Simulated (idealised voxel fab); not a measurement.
process module | voxel gate over fins
cross-section cut | 195 nm wide | cells 5 nm
A cross-section is a grid of square cells, given in bands from the top down. A band is one or more rows of cells.
Each band's line starts with the height of the band's top and of its bottom, in nm. Then come its materials from left to right, each with its width in nm. One material with "throughout" fills the band from edge to edge. "air" is empty space.
Height 0 is the level under which the wafer as received is all one material. The lowest band goes on downwards, as in "0 down".
A width such as "30 to 40" changes by the same amount from each row of cells to the next, from the band's top row to its bottom row.
"no change" after a step means that no cell of the cross-section changed.
closed voids: empty space of 8 cells or more with no open way to the top, each as width x height at its distance from the left edge, in nm
after a step's settings: what the simulator itself notes on the step
overlay nm, on a step with a mask: how far to the right of its planned place the mask lay; to the left if negative
plan
1 op RECEIVE | material Si
2 op CONFORMAL_DEP | material SiN | thk nm 10
3 op PATTERN | tone cover | mask id FINS | material resist | width nm 15 | pitch nm 40 | thk nm 15 | overlay nm 0
4 op DIRECTIONAL_ETCH | etch materials SiN | depth nm 10
5 op DIRECTIONAL_ETCH | etch materials Si | depth nm 30
6 op STRIP | etch materials resist
7 op OXIDIZE | depth nm 5
8 op FILL_DEP | material SiO2 | thk nm 5
9 op CMP | height nm 10
10 op SELECTIVE_ETCH | etch materials SiO2 | depth nm 25
11 op STRIP | etch materials SiN
12 op CONFORMAL_DEP | material HfO2 | thk nm 5
13 op CONFORMAL_DEP | material TiN | thk nm 5
14 op CONFORMAL_DEP | material TiAl | thk nm 5
15 op CONFORMAL_DEP | material TiN | thk nm 5
16 op FILL_DEP | material W | thk nm 15
17 op CMP | height nm 30
18 op CONFORMAL_DEP | material SiCN | thk nm 5
as received, after step 1
  0 down: Si throughout
  closed voids: none
first wafer at the end, as planned
  35 to 30: SiCN throughout
  30 to 20: W throughout
  20 to 15: W 55 | TiN 85 | W 55
  15 to 10: W 55 | TiN 5 | TiAl 35 | TiN 5 | TiAl 35 | TiN 5 | W 55
  10 to 5: W 55 | TiN 5 | TiAl 5 | TiN 25 | TiAl 5 | TiN 5 | TiAl 5 | TiN 25 | TiAl 5 | TiN 5 | W 55
  5 to 0: TiN 60 | TiAl 5 | TiN 5 | HfO2 15 | TiN 5 | TiAl 5 | TiN 5 | TiAl 5 | TiN 5 | HfO2 15 | TiN 5 | TiAl 5 | TiN 60
  0 to -5: TiAl 65 | TiN 5 | HfO2 5 | Si 5 | HfO2 5 | TiN 5 | TiAl 15 | TiN 5 | HfO2 5 | Si 5 | HfO2 5 | TiN 5 | TiAl 65
  -5 to -10: TiN 70 | HfO2 5 | Si 5 | HfO2 5 | TiN 25 | HfO2 5 | Si 5 | HfO2 5 | TiN 70
  -10 to -15: HfO2 75 | Si 5 | HfO2 35 | Si 5 | HfO2 75
  -15 to -35: SiO2 75 | Si 5 | SiO2 35 | Si 5 | SiO2 75
  -35 down: Si throughout
  closed voids: none
second wafer at the end: like start, like plan, one mistake
  35 to 30: SiCN throughout
  30 to 20: W throughout
  20 to 15: W 55 | TiN 85 | W 55
  15 to 10: W 55 | TiN 5 | TiAl 35 | TiN 5 | TiAl 35 | TiN 5 | W 55
  10 to 5: W 55 | TiN 5 | TiAl 5 | TiN 25 | TiAl 5 | TiN 5 | TiAl 5 | TiN 25 | TiAl 5 | TiN 5 | W 55
  5 to 0: TiN 60 | TiAl 5 | TiN 5 | HfO2 15 | TiN 5 | TiAl 5 | TiN 5 | TiAl 5 | TiN 5 | HfO2 15 | TiN 5 | TiAl 5 | TiN 60
  0 to -5: TiAl 65 | TiN 5 | HfO2 5 | Si 5 | HfO2 5 | TiN 5 | TiAl 15 | TiN 5 | HfO2 5 | Si 5 | HfO2 5 | TiN 5 | TiAl 65
  -5 to -10: TiN 70 | HfO2 5 | Si 5 | HfO2 5 | TiN 25 | HfO2 5 | Si 5 | HfO2 5 | TiN 70
  -10 to -15: HfO2 75 | Si 5 | HfO2 35 | Si 5 | HfO2 75
  -15 to -65: SiO2 75 | Si 5 | SiO2 35 | Si 5 | SiO2 75
  -65 down: Si throughout
  closed voids: none
what went wrong: step 5 was run twice
at the end the second wafer has, in cells: 222 fewer of Si | 222 more of SiO2
